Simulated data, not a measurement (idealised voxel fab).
Name of the process module below: voxel ribs on slabs
The cross-section on display is named cut; it measures 195 nm wide, and its cells are 5 nm squares.
The cross-sections in this document take the form of a grid made of square cells. They are written out as bands, in order from top to bottom. Each band consists of one or more rows of cells.
Per band: top height and bottom height in nm, followed by the left-to-right materials and their widths in nm; "edge to edge" marks a single material spanning edge to edge, "air" marks empty space.
A quick word on heights: they are counted from 0, and under that level the wafer as it came to us is one material throughout. The lowest band is different from the rest in having no bottom; it simply continues downward, written as in "0 and below".
A width such as "30 to 40" changes by the same amount from each row of cells to the next, from the band's top row to its bottom row.
For the purposes of this document, the phrase "everything unchanged" attached to a step denotes that no cell within the cross-section was modified by that step.
Empty spaces counting at least 8 cells and having no open way to the top are listed in "Closed void roster". The notation width x height at distance is used for each, the distance being from the left edge and all three values in nm.
Text after the settings on a step's line: the simulator's own remark on that step.
The optional step-line setting "overlay nm" applies to steps with a mask and quantifies how far to the right of its planned location the mask lay, a negative value indicating leftward placement.
Pairs follow: section before one process step, section after it down to the lowest changed band, step with settings underneath. Pairs may come from different runs of this module on the same starting wafer; continuity with the pair above only as stated in the "Incoming profile" entry.

### Incoming profile
> 0 and below: Si edge to edge
> Closed void roster: none

### Resulting Cross-Section
> 25 down to 0: SiO2 edge to edge
> Below 0, no change.
> Closed void roster: none
Quick note on the step between the two cross-sections above: DIRECTIONAL_DEP,material SiO2,thk nm 25

Incoming profile: after-state, pair directly above.

### Resulting Cross-Section
> 45 down to 25: SiN edge to edge
> Below 25, no change.
> Closed void roster: none
Quick note on the step between the two cross-sections above: DIRECTIONAL_DEP,material SiN,thk nm 20

Incoming profile: after-state, pair directly above.

### Resulting Cross-Section
> 60 down to 45: air (85)  resist (25)  air (85)
> Below 45, no change.
> Closed void roster: none
Quick note on the step between the two cross-sections above: PATTERN,tone cover,mask id RIB,material resist,width nm 25,thk nm 15,overlay nm 0

Incoming profile: after-state, pair directly above.

### Resulting Cross-Section
> 60 down to 45: air (85)  resist (25)  air (85)
> 45 down to 40: air (85)  SiN (25)  air (85)
> Below 40, no change.
> Closed void roster: none
Quick note on the step between the two cross-sections above: DIRECTIONAL_ETCH,etch materials SiN,depth nm 5

Incoming profile: after-state, pair directly above.

### Resulting Cross-Section
> 45 down to 40: air (85)  SiN (25)  air (85)
> Below 40, no change.
> Closed void roster: none
Quick note on the step between the two cross-sections above: STRIP,etch materials resist

Incoming profile: after-state, pair directly above.

### Resulting Cross-Section
> 45 down to 40: air (85)  SiN (25)  air (85)
> 40 down to 25: air (55)  SiN (85)  air (55)
> Below 25, no change.
> Closed void roster: none
Quick note on the step between the two cross-sections above: MASKED_ETCH,tone cover,mask id SLAB,width nm 85,etch materials SiN,depth nm 15,overlay nm 0

Incoming profile: after-state, pair directly above.

### Resulting Cross-Section
> 65 down to 45: SiO2 edge to edge
> 45 down to 40: SiO2 (85)  SiN (25)  SiO2 (85)
> 40 down to 25: SiO2 (55)  SiN (85)  SiO2 (55)
> Below 25, no change.
> Closed void roster: none
Quick note on the step between the two cross-sections above: FILL_DEP,material SiO2,thk nm 20

Incoming profile: after-state, pair directly above.

### Resulting Cross-Section
> 60 down to 45: SiO2 edge to edge
> Below 45, no change.
> Closed void roster: none
Quick note on the step between the two cross-sections above: CMP,height nm 60

Incoming profile: after-state, pair directly above.

### Resulting Cross-Section
> 70 down to 60: W edge to edge
> Below 60, no change.
> Closed void roster: none
Quick note on the step between the two cross-sections above: DIRECTIONAL_DEP,material W,thk nm 10

Incoming profile: after-state, pair directly above.

### Resulting Cross-Section
> 80 down to 70: aC edge to edge
> Below 70, no change.
> Closed void roster: none
Quick note on the step between the two cross-sections above: DIRECTIONAL_DEP,material aC,thk nm 10

Incoming profile: after-state, pair directly above.

### Resulting Cross-Section
> 110 down to 80: air (80)  resist (35)  air (80)
> Below 80, no change.
> Closed void roster: none
Quick note on the step between the two cross-sections above: PATTERN,tone cover,mask id HEATER,material resist,width nm 35,thk nm 30,overlay nm 0

Incoming profile: after-state, pair directly above.

### Resulting Cross-Section
> 100 down to 80: air (80)  resist (35)  air (80)
> 80 down to 70: air (80)  aC (35)  air (80)
> Below 70, no change.
> Closed void roster: none
Quick note on the step between the two cross-sections above: DIRECTIONAL_ETCH,etch materials aC,depth nm 10

Incoming profile: after-state, pair directly above.

### Resulting Cross-Section
> 80 down to 70: air (80)  aC (35)  air (80)
> Below 70, no change.
> Closed void roster: none
Quick note on the step between the two cross-sections above: STRIP,etch materials resist

Incoming profile: after-state, pair directly above.

### Resulting Cross-Section
> 80 down to 70: air (80)  aC (35)  air (80)
> 70 down to 60: air (80)  W (35)  air (80)
> Below 60, no change.
> Closed void roster: none
Quick note on the step between the two cross-sections above: DIRECTIONAL_ETCH,etch materials W,depth nm 10

Incoming profile: after-state, pair directly above.

### Resulting Cross-Section
> 70 down to 60: air (80)  W (35)  air (80)
> Below 60, no change.
> Closed void roster: none
Quick note on the step between the two cross-sections above: STRIP,etch materials aC

Incoming profile: after-state, pair directly above.

### Resulting Cross-Section
> 80 down to 70: air (70)  SiO2 (55)  air (70)
> 70 down to 60: SiO2 (80)  W (35)  SiO2 (80)
> Below 60, no change.
> Closed void roster: none
Quick note on the step between the two cross-sections above: CONFORMAL_DEP,material SiO2,thk nm 10

### Incoming profile
> 25 down to 0: SiO2 edge to edge
> 0 and below: Si edge to edge
> Closed void roster: none

### Resulting Cross-Section
> 50 down to 0: SiO2 edge to edge
> Below 0, no change.
> Closed void roster: none
Quick note on the step between the two cross-sections above: DIRECTIONAL_DEP,material SiO2,thk nm 25

Incoming profile: after-state, pair directly above.

### Resulting Cross-Section
> 70 down to 50: SiN edge to edge
> Below 50, no change.
> Closed void roster: none
Quick note on the step between the two cross-sections above: DIRECTIONAL_DEP,material SiN,thk nm 20

Incoming profile: after-state, pair directly above.

### Resulting Cross-Section
> 85 down to 70: air (85)  resist (25)  air (85)
> Below 70, no change.
> Closed void roster: none
Quick note on the step between the two cross-sections above: PATTERN,tone cover,mask id RIB,material resist,width nm 25,thk nm 15,overlay nm 0

Incoming profile: after-state, pair directly above.

### Resulting Cross-Section
> 85 down to 70: air (85)  resist (25)  air (85)
> 70 down to 65: air (85)  SiN (25)  air (85)
> Below 65, no change.
> Closed void roster: none
Quick note on the step between the two cross-sections above: DIRECTIONAL_ETCH,etch materials SiN,depth nm 5

Incoming profile: after-state, pair directly above.

### Resulting Cross-Section
> 70 down to 65: air (85)  SiN (25)  air (85)
> Below 65, no change.
> Closed void roster: none
Quick note on the step between the two cross-sections above: STRIP,etch materials resist

Incoming profile: after-state, pair directly above.

### Resulting Cross-Section
> 70 down to 65: air (85)  SiN (25)  air (85)
> 65 down to 50: air (55)  SiN (85)  air (55)
> Below 50, no change.
> Closed void roster: none
Quick note on the step between the two cross-sections above: MASKED_ETCH,tone cover,mask id SLAB,width nm 85,etch materials SiN,depth nm 15,overlay nm 0

Incoming profile: after-state, pair directly above.

### Resulting Cross-Section
> 90 down to 70: SiO2 edge to edge
> 70 down to 65: SiO2 (85)  SiN (25)  SiO2 (85)
> 65 down to 50: SiO2 (55)  SiN (85)  SiO2 (55)
> Below 50, no change.
> Closed void roster: none
Quick note on the step between the two cross-sections above: FILL_DEP,material SiO2,thk nm 20

Incoming profile: after-state, pair directly above.

### Resulting Cross-Section
> 60 down to 50: SiO2 (55)  SiN (85)  SiO2 (55)
> Below 50, no change.
> Closed void roster: none
Quick note on the step between the two cross-sections above: CMP,height nm 60

Incoming profile: after-state, pair directly above.

### Resulting Cross-Section
> 70 down to 60: W edge to edge
> Below 60, no change.
> Closed void roster: none
Quick note on the step between the two cross-sections above: DIRECTIONAL_DEP,material W,thk nm 10

Incoming profile: after-state, pair directly above.

### Resulting Cross-Section
> 80 down to 70: aC edge to edge
> Below 70, no change.
> Closed void roster: none
Quick note on the step between the two cross-sections above: DIRECTIONAL_DEP,material aC,thk nm 10

Incoming profile: after-state, pair directly above.

### Resulting Cross-Section
> 110 down to 80: air (80)  resist (35)  air (80)
> Below 80, no change.
> Closed void roster: none
Quick note on the step between the two cross-sections above: PATTERN,tone cover,mask id HEATER,material resist,width nm 35,thk nm 30,overlay nm 0

Incoming profile: after-state, pair directly above.

### Resulting Cross-Section
> 100 down to 80: air (80)  resist (35)  air (80)
> 80 down to 70: air (80)  aC (35)  air (80)
> Below 70, no change.
> Closed void roster: none
Quick note on the step between the two cross-sections above: DIRECTIONAL_ETCH,etch materials aC,depth nm 10

Incoming profile: after-state, pair directly above.

### Resulting Cross-Section
> 80 down to 70: air (80)  aC (35)  air (80)
> Below 70, no change.
> Closed void roster: none
Quick note on the step between the two cross-sections above: STRIP,etch materials resist

Incoming profile: after-state, pair directly above.

### Resulting Cross-Section
> 80 down to 70: air (80)  aC (35)  air (80)
> 70 down to 60: air (80)  W (35)  air (80)
> Below 60, no change.
> Closed void roster: none
Quick note on the step between the two cross-sections above: DIRECTIONAL_ETCH,etch materials W,depth nm 10

Incoming profile: after-state, pair directly above.

### Resulting Cross-Section
> 70 down to 60: air (80)  W (35)  air (80)
> Below 60, no change.
> Closed void roster: none
Quick note on the step between the two cross-sections above: STRIP,etch materials aC

Incoming profile: after-state, pair directly above.

### Resulting Cross-Section
> 80 down to 70: air (70)  SiO2 (55)  air (70)
> 70 down to 60: SiO2 (80)  W (35)  SiO2 (80)
> Below 60, no change.
> Closed void roster: none
Quick note on the step between the two cross-sections above: CONFORMAL_DEP,material SiO2,thk nm 10

### Incoming profile
> 0 and below: Si edge to edge
> Closed void roster: none

### Resulting Cross-Section
> 20 down to 0: SiN edge to edge
> Below 0, no change.
> Closed void roster: none
Quick note on the step between the two cross-sections above: DIRECTIONAL_DEP,material SiN,thk nm 20

Incoming profile: after-state, pair directly above.

### Resulting Cross-Section
> 45 down to 20: SiO2 edge to edge
> Below 20, no change.
> Closed void roster: none
Quick note on the step between the two cross-sections above: DIRECTIONAL_DEP,material SiO2,thk nm 25

Incoming profile: after-state, pair directly above.

### Resulting Cross-Section
> 60 down to 45: air (85)  resist (25)  air (85)
> Below 45, no change.
> Closed void roster: none
Quick note on the step between the two cross-sections above: PATTERN,tone cover,mask id RIB,material resist,width nm 25,thk nm 15,overlay nm 0

Incoming profile: after-state, pair directly above.

### Resulting Cross-Section
> 45 down to 20: SiO2 edge to edge
> Below 20, no change.
> Closed void roster: none
Quick note on the step between the two cross-sections above: STRIP,etch materials resist

Incoming profile: after-state, pair directly above.

### Resulting Cross-Section
> 65 down to 20: SiO2 edge to edge
> Below 20, no change.
> Closed void roster: none
Quick note on the step between the two cross-sections above: FILL_DEP,material SiO2,thk nm 20

Incoming profile: after-state, pair directly above.

### Resulting Cross-Section
> 60 down to 20: SiO2 edge to edge
> Below 20, no change.
> Closed void roster: none
Quick note on the step between the two cross-sections above: CMP,height nm 60

Incoming profile: after-state, pair directly above.

### Resulting Cross-Section
> 70 down to 60: W edge to edge
> Below 60, no change.
> Closed void roster: none
Quick note on the step between the two cross-sections above: DIRECTIONAL_DEP,material W,thk nm 10

Incoming profile: after-state, pair directly above.

### Resulting Cross-Section
> 80 down to 70: aC edge to edge
> Below 70, no change.
> Closed void roster: none
Quick note on the step between the two cross-sections above: DIRECTIONAL_DEP,material aC,thk nm 10

Incoming profile: after-state, pair directly above.

### Resulting Cross-Section
> 110 down to 80: air (80)  resist (35)  air (80)
> Below 80, no change.
> Closed void roster: none
Quick note on the step between the two cross-sections above: PATTERN,tone cover,mask id HEATER,material resist,width nm 35,thk nm 30,overlay nm 0

Incoming profile: after-state, pair directly above.

### Resulting Cross-Section
> 100 down to 80: air (80)  resist (35)  air (80)
> 80 down to 70: air (80)  aC (35)  air (80)
> Below 70, no change.
> Closed void roster: none
Quick note on the step between the two cross-sections above: DIRECTIONAL_ETCH,etch materials aC,depth nm 10

Incoming profile: after-state, pair directly above.

### Resulting Cross-Section
> 80 down to 70: air (80)  aC (35)  air (80)
> Below 70, no change.
> Closed void roster: none
Quick note on the step between the two cross-sections above: STRIP,etch materials resist

Incoming profile: after-state, pair directly above.

### Resulting Cross-Section
> 80 down to 70: air (80)  aC (35)  air (80)
> 70 down to 60: air (80)  W (35)  air (80)
> Below 60, no change.
> Closed void roster: none
Quick note on the step between the two cross-sections above: DIRECTIONAL_ETCH,etch materials W,depth nm 10

Incoming profile: after-state, pair directly above.

### Resulting Cross-Section
> 70 down to 60: air (80)  W (35)  air (80)
> Below 60, no change.
> Closed void roster: none
Quick note on the step between the two cross-sections above: STRIP,etch materials aC

Incoming profile: after-state, pair directly above.

### Resulting Cross-Section
> 80 down to 70: air (70)  SiO2 (55)  air (70)
> 70 down to 60: SiO2 (80)  W (35)  SiO2 (80)
> Below 60, no change.
> Closed void roster: none
Quick note on the step between the two cross-sections above: CONFORMAL_DEP,material SiO2,thk nm 10

### Incoming profile
> 0 and below: Si edge to edge
> Closed void roster: none

### Resulting Cross-Section
> 20 down to 0: SiO2 edge to edge
> Below 0, no change.
> Closed void roster: none
Quick note on the step between the two cross-sections above: DIRECTIONAL_DEP,material SiO2,thk nm 20

Incoming profile: after-state, pair directly above.

### Resulting Cross-Section
> 40 down to 20: SiN edge to edge
> Below 20, no change.
> Closed void roster: none
Quick note on the step between the two cross-sections above: DIRECTIONAL_DEP,material SiN,thk nm 20

Incoming profile: after-state, pair directly above.

### Resulting Cross-Section
> 55 down to 40: air (85)  resist (25)  air (85)
> Below 40, no change.
> Closed void roster: none
Quick note on the step between the two cross-sections above: PATTERN,tone cover,mask id RIB,material resist,width nm 25,thk nm 15,overlay nm 0

Incoming profile: after-state, pair directly above.

### Resulting Cross-Section
> 55 down to 40: air (85)  resist (25)  air (85)
> 40 down to 35: air (85)  SiN (25)  air (85)
> Below 35, no change.
> Closed void roster: none
Quick note on the step between the two cross-sections above: DIRECTIONAL_ETCH,etch materials SiN,depth nm 5

Incoming profile: after-state, pair directly above.

### Resulting Cross-Section
> 40 down to 35: air (85)  SiN (25)  air (85)
> Below 35, no change.
> Closed void roster: none
Quick note on the step between the two cross-sections above: STRIP,etch materials resist

Incoming profile: after-state, pair directly above.

### Resulting Cross-Section
> 40 down to 35: air (85)  SiN (25)  air (85)
> 35 down to 20: air (55)  SiN (85)  air (55)
> Below 20, no change.
> Closed void roster: none
Quick note on the step between the two cross-sections above: MASKED_ETCH,tone cover,mask id SLAB,width nm 85,etch materials SiN,depth nm 15,overlay nm 0

Incoming profile: after-state, pair directly above.

### Resulting Cross-Section
> 60 down to 40: SiO2 edge to edge
> 40 down to 35: SiO2 (85)  SiN (25)  SiO2 (85)
> 35 down to 20: SiO2 (55)  SiN (85)  SiO2 (55)
> Below 20, no change.
> Closed void roster: none
Quick note on the step between the two cross-sections above: FILL_DEP,material SiO2,thk nm 20

Incoming profile: after-state, pair directly above.

### Resulting Cross-Section
> 70 down to 60: W edge to edge
> Below 60, no change.
> Closed void roster: none
Quick note on the step between the two cross-sections above: DIRECTIONAL_DEP,material W,thk nm 10

Incoming profile: after-state, pair directly above.

### Resulting Cross-Section
> 80 down to 70: aC edge to edge
> Below 70, no change.
> Closed void roster: none
Quick note on the step between the two cross-sections above: DIRECTIONAL_DEP,material aC,thk nm 10

Incoming profile: after-state, pair directly above.

### Resulting Cross-Section
> 110 down to 80: air (80)  resist (35)  air (80)
> Below 80, no change.
> Closed void roster: none
Quick note on the step between the two cross-sections above: PATTERN,tone cover,mask id HEATER,material resist,width nm 35,thk nm 30,overlay nm 0

Incoming profile: after-state, pair directly above.

### Resulting Cross-Section
> 100 down to 80: air (80)  resist (35)  air (80)
> 80 down to 70: air (80)  aC (35)  air (80)
> Below 70, no change.
> Closed void roster: none
Quick note on the step between the two cross-sections above: DIRECTIONAL_ETCH,etch materials aC,depth nm 10

Incoming profile: after-state, pair directly above.

### Resulting Cross-Section
> 80 down to 70: air (80)  aC (35)  air (80)
> Below 70, no change.
> Closed void roster: none
Quick note on the step between the two cross-sections above: STRIP,etch materials resist

Incoming profile: after-state, pair directly above.

### Resulting Cross-Section
> 80 down to 70: air (80)  aC (35)  air (80)
> 70 down to 60: air (80)  W (35)  air (80)
> Below 60, no change.
> Closed void roster: none
Quick note on the step between the two cross-sections above: DIRECTIONAL_ETCH,etch materials W,depth nm 10

Incoming profile: after-state, pair directly above.

### Resulting Cross-Section
> 70 down to 60: air (80)  W (35)  air (80)
> Below 60, no change.
> Closed void roster: none
Quick note on the step between the two cross-sections above: STRIP,etch materials aC

Incoming profile: after-state, pair directly above.

### Resulting Cross-Section
> 80 down to 70: air (70)  SiO2 (55)  air (70)
> 70 down to 60: SiO2 (80)  W (35)  SiO2 (80)
> Below 60, no change.
> Closed void roster: none
Quick note on the step between the two cross-sections above: CONFORMAL_DEP,material SiO2,thk nm 10

### Incoming profile
> 45 down to 40: air (85)  SiN (25)  air (85)
> 40 down to 25: SiN edge to edge
> 25 down to 0: SiO2 edge to edge
> 0 and below: Si edge to edge
> Closed void roster: none

### Resulting Cross-Section
> 45 down to 40: air (85)  SiN (25)  air (85)
> 40 down to 25: air (60)  SiN (80)  air (55)
> Below 25, no change.
> Closed void roster: none
Quick note on the step between the two cross-sections above: MASKED_ETCH,tone cover,mask id SLAB,width nm 80,etch materials SiN,depth nm 15,overlay nm 0

Incoming profile: after-state, pair directly above.

### Resulting Cross-Section
> 65 down to 45: SiO2 edge to edge
> 45 down to 40: SiO2 (85)  SiN (25)  SiO2 (85)
> 40 down to 25: SiO2 (60)  SiN (80)  SiO2 (55)
> Below 25, no change.
> Closed void roster: none
Quick note on the step between the two cross-sections above: FILL_DEP,material SiO2,thk nm 20

Incoming profile: after-state, pair directly above.

### Resulting Cross-Section
> 60 down to 45: SiO2 edge to edge
> Below 45, no change.
> Closed void roster: none
Quick note on the step between the two cross-sections above: CMP,height nm 60

Incoming profile: after-state, pair directly above.

### Resulting Cross-Section
> 70 down to 60: W edge to edge
> Below 60, no change.
> Closed void roster: none
Quick note on the step between the two cross-sections above: DIRECTIONAL_DEP,material W,thk nm 10

Incoming profile: after-state, pair directly above.

### Resulting Cross-Section
> 80 down to 70: aC edge to edge
> Below 70, no change.
> Closed void roster: none
Quick note on the step between the two cross-sections above: DIRECTIONAL_DEP,material aC,thk nm 10

Incoming profile: after-state, pair directly above.

### Resulting Cross-Section
> 110 down to 80: air (80)  resist (35)  air (80)
> Below 80, no change.
> Closed void roster: none
Quick note on the step between the two cross-sections above: PATTERN,tone cover,mask id HEATER,material resist,width nm 35,thk nm 30,overlay nm 0

Incoming profile: after-state, pair directly above.

### Resulting Cross-Section
> 100 down to 80: air (80)  resist (35)  air (80)
> 80 down to 70: air (80)  aC (35)  air (80)
> Below 70, no change.
> Closed void roster: none
Quick note on the step between the two cross-sections above: DIRECTIONAL_ETCH,etch materials aC,depth nm 10

Incoming profile: after-state, pair directly above.

### Resulting Cross-Section
> 80 down to 70: air (80)  aC (35)  air (80)
> Below 70, no change.
> Closed void roster: none
Quick note on the step between the two cross-sections above: STRIP,etch materials resist

Incoming profile: after-state, pair directly above.

### Resulting Cross-Section
> 80 down to 70: air (80)  aC (35)  air (80)
> 70 down to 60: air (80)  W (35)  air (80)
> Below 60, no change.
> Closed void roster: none
Quick note on the step between the two cross-sections above: DIRECTIONAL_ETCH,etch materials W,depth nm 10

Incoming profile: after-state, pair directly above.

### Resulting Cross-Section
> 70 down to 60: air (80)  W (35)  air (80)
> Below 60, no change.
> Closed void roster: none
Quick note on the step between the two cross-sections above: STRIP,etch materials aC

Incoming profile: after-state, pair directly above.

### Resulting Cross-Section
> 80 down to 70: air (70)  SiO2 (55)  air (70)
> 70 down to 60: SiO2 (80)  W (35)  SiO2 (80)
> Below 60, no change.
> Closed void roster: none
Quick note on the step between the two cross-sections above: CONFORMAL_DEP,material SiO2,thk nm 10

### Incoming profile
> 45 down to 40: air (85)  SiN (25)  air (85)
> 40 down to 25: SiN edge to edge
> 25 down to 0: SiO2 edge to edge
> 0 and below: Si edge to edge
> Closed void roster: none

### Resulting Cross-Section
> 45 down to 40: air (85)  SiN (25)  air (85)
> 40 down to 25: air (65)  SiN (85)  air (45)
> Below 25, no change.
> Closed void roster: none
Quick note on the step between the two cross-sections above: MASKED_ETCH,tone cover,mask id SLAB,width nm 85,etch materials SiN,depth nm 15,overlay nm 10

Incoming profile: after-state, pair directly above.

### Resulting Cross-Section
> 65 down to 45: SiO2 edge to edge
> 45 down to 40: SiO2 (85)  SiN (25)  SiO2 (85)
> 40 down to 25: SiO2 (65)  SiN (85)  SiO2 (45)
> Below 25, no change.
> Closed void roster: none
Quick note on the step between the two cross-sections above: FILL_DEP,material SiO2,thk nm 20

Incoming profile: after-state, pair directly above.

### Resulting Cross-Section
> 60 down to 45: SiO2 edge to edge
> Below 45, no change.
> Closed void roster: none
Quick note on the step between the two cross-sections above: CMP,height nm 60

Incoming profile: after-state, pair directly above.

### Resulting Cross-Section
> 70 down to 60: W edge to edge
> Below 60, no change.
> Closed void roster: none
Quick note on the step between the two cross-sections above: DIRECTIONAL_DEP,material W,thk nm 10

Incoming profile: after-state, pair directly above.

### Resulting Cross-Section
> 80 down to 70: aC edge to edge
> Below 70, no change.
> Closed void roster: none
Quick note on the step between the two cross-sections above: DIRECTIONAL_DEP,material aC,thk nm 10

Incoming profile: after-state, pair directly above.

### Resulting Cross-Section
> 110 down to 80: air (80)  resist (35)  air (80)
> Below 80, no change.
> Closed void roster: none
Quick note on the step between the two cross-sections above: PATTERN,tone cover,mask id HEATER,material resist,width nm 35,thk nm 30,overlay nm 0

Incoming profile: after-state, pair directly above.

### Resulting Cross-Section
> 100 down to 80: air (80)  resist (35)  air (80)
> 80 down to 70: air (80)  aC (35)  air (80)
> Below 70, no change.
> Closed void roster: none
Quick note on the step between the two cross-sections above: DIRECTIONAL_ETCH,etch materials aC,depth nm 10

Incoming profile: after-state, pair directly above.

### Resulting Cross-Section
> 80 down to 70: air (80)  aC (35)  air (80)
> Below 70, no change.
> Closed void roster: none
Quick note on the step between the two cross-sections above: STRIP,etch materials resist

Incoming profile: after-state, pair directly above.

### Resulting Cross-Section
> 80 down to 70: air (80)  aC (35)  air (80)
> 70 down to 60: air (80)  W (35)  air (80)
> Below 60, no change.
> Closed void roster: none
Quick note on the step between the two cross-sections above: DIRECTIONAL_ETCH,etch materials W,depth nm 10

Incoming profile: after-state, pair directly above.

### Resulting Cross-Section
> 70 down to 60: air (80)  W (35)  air (80)
> Below 60, no change.
> Closed void roster: none
Quick note on the step between the two cross-sections above: STRIP,etch materials aC

Incoming profile: after-state, pair directly above.

### Resulting Cross-Section
> 80 down to 70: air (70)  SiO2 (55)  air (70)
> 70 down to 60: SiO2 (80)  W (35)  SiO2 (80)
> Below 60, no change.
> Closed void roster: none
Quick note on the step between the two cross-sections above: CONFORMAL_DEP,material SiO2,thk nm 10

### Incoming profile
> 60 down to 45: SiO2 edge to edge
> 45 down to 40: SiO2 (85)  SiN (25)  SiO2 (85)
> 40 down to 25: SiO2 (55)  SiN (85)  SiO2 (55)
> 25 down to 0: SiO2 edge to edge
> 0 and below: Si edge to edge
> Closed void roster: none

### Resulting Cross-Section
> 70 down to 60: SiN edge to edge
> Below 60, no change.
> Closed void roster: none
Quick note on the step between the two cross-sections above: DIRECTIONAL_DEP,material SiN,thk nm 10

Incoming profile: after-state, pair directly above.

### Resulting Cross-Section
> 80 down to 70: aC edge to edge
> Below 70, no change.
> Closed void roster: none
Quick note on the step between the two cross-sections above: DIRECTIONAL_DEP,material aC,thk nm 10

Incoming profile: after-state, pair directly above.

### Resulting Cross-Section
> 110 down to 80: air (80)  resist (35)  air (80)
> Below 80, no change.
> Closed void roster: none
Quick note on the step between the two cross-sections above: PATTERN,tone cover,mask id HEATER,material resist,width nm 35,thk nm 30,overlay nm 0

Incoming profile: after-state, pair directly above.

### Resulting Cross-Section
> 100 down to 80: air (80)  resist (35)  air (80)
> 80 down to 70: air (80)  aC (35)  air (80)
> Below 70, no change.
> Closed void roster: none
Quick note on the step between the two cross-sections above: DIRECTIONAL_ETCH,etch materials aC,depth nm 10

Incoming profile: after-state, pair directly above.

### Resulting Cross-Section
> 80 down to 70: air (80)  aC (35)  air (80)
> Below 70, no change.
> Closed void roster: none
Quick note on the step between the two cross-sections above: STRIP,etch materials resist

Incoming profile: after-state, pair directly above.

### Resulting Cross-Section
> 70 down to 60: SiN edge to edge
> Below 60, no change.
> Closed void roster: none
Quick note on the step between the two cross-sections above: STRIP,etch materials aC

Incoming profile: after-state, pair directly above.

### Resulting Cross-Section
> 80 down to 70: SiO2 edge to edge
> Below 70, no change.
> Closed void roster: none
Quick note on the step between the two cross-sections above: CONFORMAL_DEP,material SiO2,thk nm 10

### Incoming profile
> 45 down to 25: SiN edge to edge
> 25 down to 0: SiO2 edge to edge
> 0 and below: Si edge to edge
> Closed void roster: none

### Resulting Cross-Section
> 60 down to 45: resist (85)  air (25)  resist (85)
> Below 45, no change.
> Closed void roster: none
Quick note on the step between the two cross-sections above: PATTERN,tone open,mask id RIB,material resist,width nm 25,thk nm 15,overlay nm 0

Incoming profile: after-state, pair directly above.

### Resulting Cross-Section
> 60 down to 45: resist (85)  air (25)  resist (85)
> 45 down to 40: SiN (85)  air (25)  SiN (85)
> Below 40, no change.
> Closed void roster: none
Quick note on the step between the two cross-sections above: DIRECTIONAL_ETCH,etch materials SiN,depth nm 5

Incoming profile: after-state, pair directly above.

### Resulting Cross-Section
> 45 down to 40: SiN (85)  air (25)  SiN (85)
> Below 40, no change.
> Closed void roster: none
Quick note on the step between the two cross-sections above: STRIP,etch materials resist

Incoming profile: after-state, pair directly above.

### Resulting Cross-Section
> 45 down to 40: air (55)  SiN (30)  air (25)  SiN (30)  air (55)
> 40 down to 30: air (55)  SiN (85)  air (55)
> Below 30, no change.
> Closed void roster: none
Quick note on the step between the two cross-sections above: MASKED_ETCH,tone cover,mask id SLAB,width nm 85,etch materials SiN,depth nm 15,overlay nm 0

Incoming profile: after-state, pair directly above.

### Resulting Cross-Section
> 65 down to 45: SiO2 edge to edge
> 45 down to 40: SiO2 (55)  SiN (30)  SiO2 (25)  SiN (30)  SiO2 (55)
> 40 down to 30: SiO2 (55)  SiN (85)  SiO2 (55)
> Below 30, no change.
> Closed void roster: none
Quick note on the step between the two cross-sections above: FILL_DEP,material SiO2,thk nm 20

Incoming profile: after-state, pair directly above.

### Resulting Cross-Section
> 60 down to 45: SiO2 edge to edge
> Below 45, no change.
> Closed void roster: none
Quick note on the step between the two cross-sections above: CMP,height nm 60

Incoming profile: after-state, pair directly above.

### Resulting Cross-Section
> 70 down to 60: W edge to edge
> Below 60, no change.
> Closed void roster: none
Quick note on the step between the two cross-sections above: DIRECTIONAL_DEP,material W,thk nm 10

Incoming profile: after-state, pair directly above.

### Resulting Cross-Section
> 80 down to 70: aC edge to edge
> Below 70, no change.
> Closed void roster: none
Quick note on the step between the two cross-sections above: DIRECTIONAL_DEP,material aC,thk nm 10

Incoming profile: after-state, pair directly above.

### Resulting Cross-Section
> 110 down to 80: air (80)  resist (35)  air (80)
> Below 80, no change.
> Closed void roster: none
Quick note on the step between the two cross-sections above: PATTERN,tone cover,mask id HEATER,material resist,width nm 35,thk nm 30,overlay nm 0

Incoming profile: after-state, pair directly above.

### Resulting Cross-Section
> 100 down to 80: air (80)  resist (35)  air (80)
> 80 down to 70: air (80)  aC (35)  air (80)
> Below 70, no change.
> Closed void roster: none
Quick note on the step between the two cross-sections above: DIRECTIONAL_ETCH,etch materials aC,depth nm 10

Incoming profile: after-state, pair directly above.

### Resulting Cross-Section
> 80 down to 70: air (80)  aC (35)  air (80)
> Below 70, no change.
> Closed void roster: none
Quick note on the step between the two cross-sections above: STRIP,etch materials resist

Incoming profile: after-state, pair directly above.

### Resulting Cross-Section
> 80 down to 70: air (80)  aC (35)  air (80)
> 70 down to 60: air (80)  W (35)  air (80)
> Below 60, no change.
> Closed void roster: none
Quick note on the step between the two cross-sections above: DIRECTIONAL_ETCH,etch materials W,depth nm 10

Incoming profile: after-state, pair directly above.

### Resulting Cross-Section
> 70 down to 60: air (80)  W (35)  air (80)
> Below 60, no change.
> Closed void roster: none
Quick note on the step between the two cross-sections above: STRIP,etch materials aC

Incoming profile: after-state, pair directly above.

### Resulting Cross-Section
> 80 down to 70: air (70)  SiO2 (55)  air (70)
> 70 down to 60: SiO2 (80)  W (35)  SiO2 (80)
> Below 60, no change.
> Closed void roster: none
Quick note on the step between the two cross-sections above: CONFORMAL_DEP,material SiO2,thk nm 10
